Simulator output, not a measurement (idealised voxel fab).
This section sets out a process module, namely voxel wiring stack.
We display cut, a cross-section 170 nm in width whose square cells are each 5 nm.
In this document a cross-section is written as a grid of square cells. It is given as a series of bands, listed from the top down, and a band is one or more rows of cells.
Top, bottom (nm), then materials left to right with widths (nm); lone material tagged "everywhere" fills the whole band edge to edge; "air" = empty space.
Convention: height 0 is the level below which the wafer, as received, is all one material. The lowest band does not terminate at the bottom but continues downward, represented as "0 -> down".
The two numbers in a width such as "30->40" mark its ends across the band: the first belongs to the top row of cells, the second to the bottom row, and from each row to the next the width moves by the same amount.
"no change occurred" (step): cross-section cells unchanged, all of them.
For the entry "Cavities, sealed", the listed items are empty spaces with no open way to the top whose size is 8 cells or more; each item follows the pattern width x height at distance, where distance is from the left edge and all three are in nm.
Formally, on a step line, whatever follows the settings is a remark that the simulator itself makes on the step.
When a step includes a mask, the "overlay nm" setting on its line states how far to the right of its planned place that mask lay, and negative values state how far to the left.

# Process steps foreseen in the plan
| 1 | RECEIVE | material Si |
| 2 | CONFORMAL_DEP | material SiO2 | thk nm 10 |
| 3 | DIRECTIONAL_DEP | material TiN | thk nm 5 |
| 4 | DIRECTIONAL_DEP | material W | thk nm 25 |
| 5 | PATTERN | tone cover | mask id METAL_1 | material resist | width nm 30 | pitch nm 55 | thk nm 20 | overlay nm 0 |
| 6 | DIRECTIONAL_ETCH | etch materials W | depth nm 25 |
| 7 | DIRECTIONAL_ETCH | etch materials TiN | depth nm 5 |
| 8 | STRIP | etch materials resist |
| 9 | FILL_DEP | material lowk | thk nm 5 |
| 10 | CMP | height nm 40 |
| 11 | CONFORMAL_DEP | material SiCN | thk nm 5 |
| 12 | DIRECTIONAL_DEP | material lowk | thk nm 20 |
| 13 | DIRECTIONAL_DEP | material aC | thk nm 10 |
| 14 | PATTERN | tone open | mask id PLUG_1 | material resist | width nm 15 | pitch nm 55 | thk nm 25 | overlay nm 0 |
| 15 | DIRECTIONAL_ETCH | etch materials aC | depth nm 10 |
| 16 | STRIP | etch materials resist |
| 17 | DIRECTIONAL_ETCH | etch materials lowk | depth nm 10 |
| 18 | DIRECTIONAL_ETCH | etch materials SiCN | depth nm 5 |
| 19 | STRIP | etch materials aC |
| 20 | CONFORMAL_DEP | material TiN | thk nm 5 |
| 21 | FILL_DEP | material Cu | thk nm 10 |
| 22 | CMP | height nm 65 |
| 23 | CONFORMAL_DEP | material SiN | thk nm 5 |
| 24 | DIRECTIONAL_DEP | material SiO2 | thk nm 15 |
| 25 | MASKED_ETCH | tone open | mask id METAL_2 | width nm 30 | pitch nm 55 | etch materials SiO2 | depth nm 15 | overlay nm 0 |
| 26 | MASKED_ETCH | tone open | mask id METAL_2 | width nm 30 | pitch nm 55 | etch materials SiN | depth nm 5 | overlay nm 0 |
| 27 | CONFORMAL_DEP | material TiN | thk nm 5 |
| 28 | FILL_DEP | material Cu | thk nm 10 |
| 29 | CMP | height nm 85 |
| 30 | CONFORMAL_DEP | material SiCN | thk nm 5 |
Variable across wafers: step 17 depth nm (plan value is that of the first wafer; starting state common to all).

# Received condition of the first of several wafers, sectioned: post-step 1
> 0 -> down: Si everywhere
> Cavities, sealed: none

# Here is the cross-section of the first of several wafers at the end of the module, after its last step, step 30
> 90 -> 85: SiCN everywhere
> 85 -> 70: SiO2=15; TiN=5; Cu=20; TiN=5; SiO2=25; TiN=5; Cu=20; TiN=5; SiO2=25; TiN=5; Cu=20; TiN=5; SiO2=15
> 70 -> 65: SiN=15; TiN=30; SiN=25; TiN=30; SiN=25; TiN=30; SiN=15
> 65 -> 60: lowk=15; TiN=5; Cu=5; TiN=5; lowk=40; TiN=5; Cu=5; TiN=5; lowk=40; TiN=5; Cu=5; TiN=5; lowk=30
> 60 -> 55: lowk=15; TiN=15; lowk=40; TiN=15; lowk=40; TiN=15; lowk=30
> 55 -> 45: lowk everywhere
> 45 -> 40: SiCN everywhere
> 40 -> 15: lowk=15; W=30; lowk=25; W=30; lowk=25; W=30; lowk=15
> 15 -> 10: lowk=15; TiN=30; lowk=25; TiN=30; lowk=25; TiN=30; lowk=15
> 10 -> 0: SiO2 everywhere
> 0 -> down: Si everywhere
> Cavities, sealed: none

# Cross-section of the last wafer at end of module
> 90 -> 85: SiCN everywhere
> 85 -> 70: SiO2=15; TiN=5; Cu=20; TiN=5; SiO2=25; TiN=5; Cu=20; TiN=5; SiO2=25; TiN=5; Cu=20; TiN=5; SiO2=15
> 70 -> 65: SiN=15; TiN=30; SiN=25; TiN=30; SiN=25; TiN=30; SiN=15
> 65 -> 45: lowk=15; TiN=5; Cu=5; TiN=5; lowk=40; TiN=5; Cu=5; TiN=5; lowk=40; TiN=5; Cu=5; TiN=5; lowk=30
> 45 -> 40: SiCN=15; TiN=15; SiCN=40; TiN=15; SiCN=40; TiN=15; SiCN=30
> 40 -> 15: lowk=15; W=30; lowk=25; W=30; lowk=25; W=30; lowk=15
> 15 -> 10: lowk=15; TiN=30; lowk=25; TiN=30; lowk=25; TiN=30; lowk=15
> 10 -> 0: SiO2 everywhere
> 0 -> down: Si everywhere
> Cavities, sealed: none

# Wafer rows, end of module: cells per material gained (+) or lost (-) since receipt; closed voids last
depth nm 10 | +39 Cu | +68 SiCN | +16 SiN | +116 SiO2 | +69 TiN | +90 W | +214 lowk | Cavities, sealed: none
depth nm 15 | +42 Cu | +68 SiCN | +16 SiN | +116 SiO2 | +75 TiN | +90 W | +205 lowk | Cavities, sealed: none
depth nm 20 | +48 Cu | +59 SiCN | +16 SiN | +116 SiO2 | +87 TiN | +90 W | +196 lowk | Cavities, sealed: none
depth nm 25 | +48 Cu | +59 SiCN | +16 SiN | +116 SiO2 | +87 TiN | +90 W | +196 lowk | Cavities, sealed: none
depth nm 30 | +48 Cu | +59 SiCN | +16 SiN | +116 SiO2 | +87 TiN | +90 W | +196 lowk | Cavities, sealed: none
depth nm 35 | +48 Cu | +59 SiCN | +16 SiN | +116 SiO2 | +87 TiN | +90 W | +196 lowk | Cavities, sealed: none
